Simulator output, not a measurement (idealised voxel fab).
Proc. module: voxel air gaps
Cross-section cut: width 230 nm, square cells of 5 nm.
Cross-section = grid of square cells, listed top down in bands; band = one or more rows. It is stipulated that each band's entry specify, in nanometres, the height of the top of the band and then that of its bottom, followed by the materials of the band in left-to-right sequence, each together with its width in nanometres. A single material marked by the word "all across" is understood to fill the band from edge to edge; the word "air" is understood to denote empty space. We count height from 0. Below that, the starting wafer is all one material. The lowest band never ends at the bottom but goes on down; see "0 and below" for how that is written. When a width is written as two numbers, as in "30..40", the first number is the width in the top row of cells of the band and the second is the width in its bottom row, and the width changes by the same amount from each row to the next. No cell of the cross-section changed in a step that is given as "no modification". The entry titled "Completely enclosed voids" provides the empty spaces that have no open way to the top, restricted to those of 8 cells or more. Each is presented as width x height at distance, the distance being measured from the left edge, with all three in nm. after a step's settings: what the simulator itself notes on the step. "overlay nm" answers the question of how far to the right of plan the mask lay on a step that has a mask, and when it is negative the answer is to the left.
### plan
1. RECEIVE: material Si
2. CONFORMAL_DEP: material SiO2, thk nm 10
3. CONFORMAL_DEP: material SiN, thk nm 5
4. DIRECTIONAL_DEP: material lowk, thk nm 40
5. DIRECTIONAL_DEP: material aC, thk nm 15
6. PATTERN: tone open, mask id LINES, material resist, width nm 20, pitch nm 45, thk nm 30, overlay nm 0
7. DIRECTIONAL_ETCH: etch materials aC, depth nm 15
8. STRIP: etch materials resist
9. DIRECTIONAL_ETCH: etch materials lowk, depth nm 40
10. STRIP: etch materials aC
11. CONFORMAL_DEP: material TiN, thk nm 5
12. FILL_DEP: material Cu, thk nm 5
13. CMP: height nm 55
14. EPI: material Ru, thk nm 10
15. SELECTIVE_ETCH: etch materials lowk, depth nm 50
16. CONFORMAL_DEP: material SiCN, thk nm 5
### Incoming wafer, cross-sectional view, post step 1
* 0 and below  Si all across
* Completely enclosed voids: none
### Final cross-section, module run with one mistake (start and plan as above)
* 70 down to 65  air (50) | SiCN (135) | air (45)
* 65 down to 55  air (50) | SiCN (5) | Ru (35) | SiCN (10) | Ru (35) | SiCN (10) | Ru (35) | SiCN (5) | air (45)
* 55 down to 50  air (50) | SiCN (15) | TiN (5) | Cu (5) | TiN (5) | SiCN (30) | TiN (5) | Cu (5) | TiN (5) | SiCN (30) | TiN (5) | Cu (5) | TiN (5) | SiCN (15) | air (45)
* 50 down to 20  air (60) | SiCN (5) | TiN (5) | Cu (5) | TiN (5) | SiCN (5) | air (20) | SiCN (5) | TiN (5) | Cu (5) | TiN (5) | SiCN (5) | air (20) | SiCN (5) | TiN (5) | Cu (5) | TiN (5) | SiCN (5) | air (55)
* 20 down to 15  SiCN (65) | TiN (15) | SiCN (30) | TiN (15) | SiCN (30) | TiN (15) | SiCN (60)
* 15 down to 10  SiN all across
* 10 down to 0  SiO2 all across
* 0 and below  Si all across
* Completely enclosed voids: 20 x 30 at 85; 20 x 30 at 130
The mistake made against the process plan was this: note that step 6 departed from the planned setting and was carried out as PATTERN: tone open, mask id LINES, material resist, width nm 15, pitch nm 45, thk nm 30, overlay nm 0
